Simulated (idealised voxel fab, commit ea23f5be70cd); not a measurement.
Name of the process module below: voxel wiring stack
FYI the section here is cut, 240 nm wide, cells are 5 nm squares.
In this document a cross-section is written as a grid of square cells. It is given as a series of bands, listed from the top down, and a band is one or more rows of cells.
Band: top height; bottom height; in nm. Then, left to right: material with width in nm, for each material. "all across": a single material spanning edge to edge. "air": empty space.
Basically, 0 is our baseline, since under it the wafer straight out of the box is all one material. The bottom band has no lower end and keeps on going down, so it looks like "z 0 and below".
The width entry "30..40" should be interpreted row by row: the top row of cells in the band takes the first number, the bottom row takes the second number, and the change between adjacent rows is uniform throughout.
"nothing was modified" for a step: no cell of the cross-section changed in that step.
"Trapped cavities" lists enclosed empty spaces (at least 8 cells, no open path upward to the top), each as width x height at distance from the left edge, in nm.
It should be noted that, on the line of a given step, the content following the step's settings is a remark produced by the simulator itself with respect to that step.
overlay nm: where the mask lay relative to plan, measured to the right, on steps with a mask; negatives go left.

The following list gives the planned process steps
1,RECEIVE (material Si)
2,CONFORMAL_DEP (material SiO2; thk nm 10)
3,CONFORMAL_DEP (material SiN; thk nm 5)
4,DIRECTIONAL_DEP (material lowk; thk nm 15)
5,MASKED_ETCH (tone open; mask id METAL_1; width nm 30; pitch nm 45; etch materials lowk; depth nm 15; overlay nm 0)
6,MASKED_ETCH (tone open; mask id METAL_1; width nm 30; pitch nm 45; etch materials SiN; depth nm 5; overlay nm 0)
7,CONFORMAL_DEP (material TiN; thk nm 5)
8,FILL_DEP (material Cu; thk nm 5)
9,CMP (height nm 30)
10,CONFORMAL_DEP (material SiCN; thk nm 5)
11,DIRECTIONAL_DEP (material SiO2; thk nm 10)
12,PATTERN (tone open; mask id PLUG_1; material resist; width nm 15; pitch nm 45; thk nm 20; overlay nm 0)
13,DIRECTIONAL_ETCH (etch materials SiO2; depth nm 10)
14,DIRECTIONAL_ETCH (etch materials SiCN; depth nm 5)
15,STRIP (etch materials resist)
16,CONFORMAL_DEP (material TiN; thk nm 5)
17,FILL_DEP (material W; thk nm 5)
18,CMP (height nm 45)
19,DIRECTIONAL_DEP (material TiN; thk nm 5)
20,DIRECTIONAL_DEP (material W; thk nm 15)
21,PATTERN (tone cover; mask id METAL_2; material resist; width nm 30; pitch nm 45; thk nm 20; overlay nm 0)
22,DIRECTIONAL_ETCH (etch materials W; depth nm 15)
23,DIRECTIONAL_ETCH (etch materials TiN; depth nm 5)
24,STRIP (etch materials resist)
25,FILL_DEP (material lowk; thk nm 10)
26,CMP (height nm 65)
27,CONFORMAL_DEP (material SiCN; thk nm 5)
28,DIRECTIONAL_DEP (material lowk; thk nm 10)
29,PATTERN (tone open; mask id PLUG_2; material resist; width nm 15; pitch nm 90; thk nm 15; overlay nm 0)
30,DIRECTIONAL_ETCH (etch materials lowk; depth nm 10)
31,DIRECTIONAL_ETCH (etch materials SiCN; depth nm 5)
32,STRIP (etch materials resist)
33,EPI (material Ru; thk nm 10)
34,EPI (material Ru; thk nm 5)
35,CONFORMAL_DEP (material SiCN; thk nm 5)
36,DIRECTIONAL_DEP (material SiO2; thk nm 20)
37,MASKED_ETCH (tone open; mask id METAL_3; width nm 30; pitch nm 45; etch materials SiO2; depth nm 20; overlay nm 0)
38,MASKED_ETCH (tone open; mask id METAL_3; width nm 30; pitch nm 45; etch materials SiCN; depth nm 5; overlay nm 0)
39,CONFORMAL_DEP (material TiN; thk nm 5)
40,FILL_DEP (material Cu; thk nm 10)
41,CMP (height nm 105)
42,CONFORMAL_DEP (material SiCN; thk nm 5)
43,DIRECTIONAL_DEP (material lowk; thk nm 35)
44,MASKED_ETCH (tone open; mask id METAL_4; width nm 30; pitch nm 45; etch materials lowk; depth nm 20; overlay nm 0)
45,MASKED_ETCH (tone open; mask id METAL_4_HOLES; width nm 15; pitch nm 45; etch materials lowk; depth nm 15; overlay nm 0)
46,MASKED_ETCH (tone open; mask id METAL_4_HOLES; width nm 15; pitch nm 45; etch materials SiCN; depth nm 5; overlay nm 0)
47,CONFORMAL_DEP (material TiN; thk nm 5)
48,FILL_DEP (material Cu; thk nm 5)
49,CMP (height nm 145)
50,CONFORMAL_DEP (material SiN; thk nm 5)

Incoming wafer, cross-sectional view, post step 1
- z 0 and below  Si all across
- Trapped cavities: none

Figure: cross-sectional view of the wafer upon completion of the module, processed from the initial state and according to the plan depicted above, with one error introduced during execution
- z 150 to 145  SiN all across
- z 145 to 130  60 nm lowk / 5 nm TiN / 20 nm Cu / 5 nm TiN / 15 nm lowk / 5 nm TiN / 20 nm Cu / 5 nm TiN / 15 nm lowk / 5 nm TiN / 20 nm Cu / 5 nm TiN / 60 nm lowk
- z 130 to 125  60 nm lowk / 5 nm TiN / 5 nm Cu / 20 nm TiN / 15 nm lowk / 5 nm TiN / 5 nm Cu / 20 nm TiN / 15 nm lowk / 5 nm TiN / 5 nm Cu / 20 nm TiN / 60 nm lowk
- z 125 to 110  60 nm lowk / 5 nm TiN / 5 nm Cu / 5 nm TiN / 30 nm lowk / 5 nm TiN / 5 nm Cu / 5 nm TiN / 30 nm lowk / 5 nm TiN / 5 nm Cu / 5 nm TiN / 75 nm lowk
- z 110 to 105  60 nm SiCN / 15 nm TiN / 30 nm SiCN / 15 nm TiN / 30 nm SiCN / 15 nm TiN / 75 nm SiCN
- z 105 to 85  60 nm SiO2 / 5 nm TiN / 20 nm Cu / 5 nm TiN / 15 nm SiO2 / 5 nm TiN / 20 nm Cu / 5 nm TiN / 15 nm SiO2 / 5 nm TiN / 20 nm Cu / 5 nm TiN / 60 nm SiO2
- z 85 to 80  60 nm SiCN / 30 nm TiN / 15 nm SiCN / 30 nm TiN / 15 nm SiCN / 30 nm TiN / 60 nm SiCN
- z 80 to 70  60 nm lowk / 15 nm Ru / 75 nm lowk / 15 nm Ru / 75 nm lowk
- z 70 to 65  60 nm SiCN / 15 nm Ru / 75 nm SiCN / 15 nm Ru / 75 nm SiCN
- z 65 to 60  60 nm lowk / 30 nm TiN / 15 nm lowk / 30 nm TiN / 15 nm lowk / 30 nm TiN / 60 nm lowk
- z 60 to 45  W all across
- z 45 to 35  60 nm SiO2 / 5 nm TiN / 5 nm W / 5 nm TiN / 30 nm SiO2 / 5 nm TiN / 5 nm W / 5 nm TiN / 30 nm SiO2 / 5 nm TiN / 5 nm W / 5 nm TiN / 75 nm SiO2
- z 35 to 30  60 nm SiCN / 15 nm TiN / 30 nm SiCN / 15 nm TiN / 30 nm SiCN / 15 nm TiN / 75 nm SiCN
- z 30 to 15  60 nm lowk / 5 nm TiN / 20 nm Cu / 5 nm TiN / 15 nm lowk / 5 nm TiN / 20 nm Cu / 5 nm TiN / 15 nm lowk / 5 nm TiN / 20 nm Cu / 5 nm TiN / 60 nm lowk
- z 15 to 10  60 nm SiN / 30 nm TiN / 15 nm SiN / 30 nm TiN / 15 nm SiN / 30 nm TiN / 60 nm SiN
- z 10 to 0  SiO2 all across
- z 0 and below  Si all across
- Trapped cavities: none
Error vs. plan: the intended sequence of steps 19 and 20 was reversed during processing, with each occupying the position of the other
